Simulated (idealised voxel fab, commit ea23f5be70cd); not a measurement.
Proc. module: voxel air gaps
Square cells of 5 nm make up the cross-section cut, whose width is 260 nm.
Cross-section format: a grid of square cells, given as bands from top to bottom; each band is one or more rows of cells.
Band entry format. Leading values: height of top, height of bottom, nm. Remainder: materials in left-to-right order, each with its width in nm. Special words: "everywhere" on a single material, which then fills the band edge to edge; "air", empty space.
Where do heights start? At 0: under that level the wafer as delivered is made of one material only. And the lowest band has no floor; it just carries on downward, as in "from 0 down".
Width spec "30 to 40" -> top row of cells at first value, bottom row at second value, equal per-row change in between.
Where a step carries "identical to before", the cross-section came out of it unchanged, cell for cell.
Heads up: "Closed internal cavities" only lists the empty pockets with no open path to the top that are 8 cells or more, and it writes them as width x height at distance, distance from the left edge, in nm.
If you see something after the settings on a step's line, that's the simulator's own remark about that step.
Steps that use a mask can have "overlay nm" on their line. It says how far the mask sat to the right of where it was meant to be. Negative means to the left.

### Below is the list of planned process steps
step 1: RECEIVE (material Si)
step 2: CONFORMAL_DEP (material SiO2; thk nm 15)
step 3: CONFORMAL_DEP (material SiCN; thk nm 5)
step 4: DIRECTIONAL_DEP (material SiO2; thk nm 40)
step 5: PATTERN (tone open; mask id LINES; material resist; width nm 20; pitch nm 45; thk nm 20; overlay nm -15)
step 6: DIRECTIONAL_ETCH (etch materials SiO2; depth nm 40)
step 7: STRIP (etch materials resist)
step 8: CONFORMAL_DEP (material TiN; thk nm 5)
step 9: FILL_DEP (material Ru; thk nm 5)
step 10: CMP (height nm 60)
step 11: EPI (material Ru; thk nm 10)
step 12: SELECTIVE_ETCH (etch materials SiO2; depth nm 50)
step 13: CONFORMAL_DEP (material SiCN; thk nm 5)
Quick note for whoever runs this: the wafers start identical, but the overlay nm at step 5 isn't the same across them. The plan just shows what the first wafer had.

### First of several wafers, received after step 1, in cross-section
from 0 down = Si everywhere
Closed internal cavities: none

### The table below has one row for each wafer; a row shows, as of the end of the module, how many cells of each material the wafer has gained, marked (+), or lost, marked (-), since it was received, and then the wafer's closed voids
overlay nm -15 | +120 Ru | +204 SiCN | +156 SiO2 | +72 TiN | Closed internal cavities: 15 x 30 at 60; 15 x 30 at 105; 15 x 30 at 150
overlay nm -10 | +120 Ru | +204 SiCN | +156 SiO2 | +72 TiN | Closed internal cavities: 15 x 30 at 65; 15 x 30 at 110; 15 x 30 at 155
overlay nm -5 | +120 Ru | +204 SiCN | +156 SiO2 | +72 TiN | Closed internal cavities: 15 x 30 at 70; 15 x 30 at 115; 15 x 30 at 160
overlay nm 0 | +120 Ru | +204 SiCN | +156 SiO2 | +72 TiN | Closed internal cavities: 15 x 30 at 75; 15 x 30 at 120; 15 x 30 at 165
overlay nm 5 | +120 Ru | +204 SiCN | +156 SiO2 | +72 TiN | Closed internal cavities: 15 x 30 at 80; 15 x 30 at 125; 15 x 30 at 170
overlay nm 10 | +120 Ru | +204 SiCN | +156 SiO2 | +72 TiN | Closed internal cavities: 15 x 30 at 85; 15 x 30 at 130; 15 x 30 at 175
overlay nm 15 | +120 Ru | +204 SiCN | +156 SiO2 | +72 TiN | Closed internal cavities: 15 x 30 at 90; 15 x 30 at 135; 15 x 30 at 180
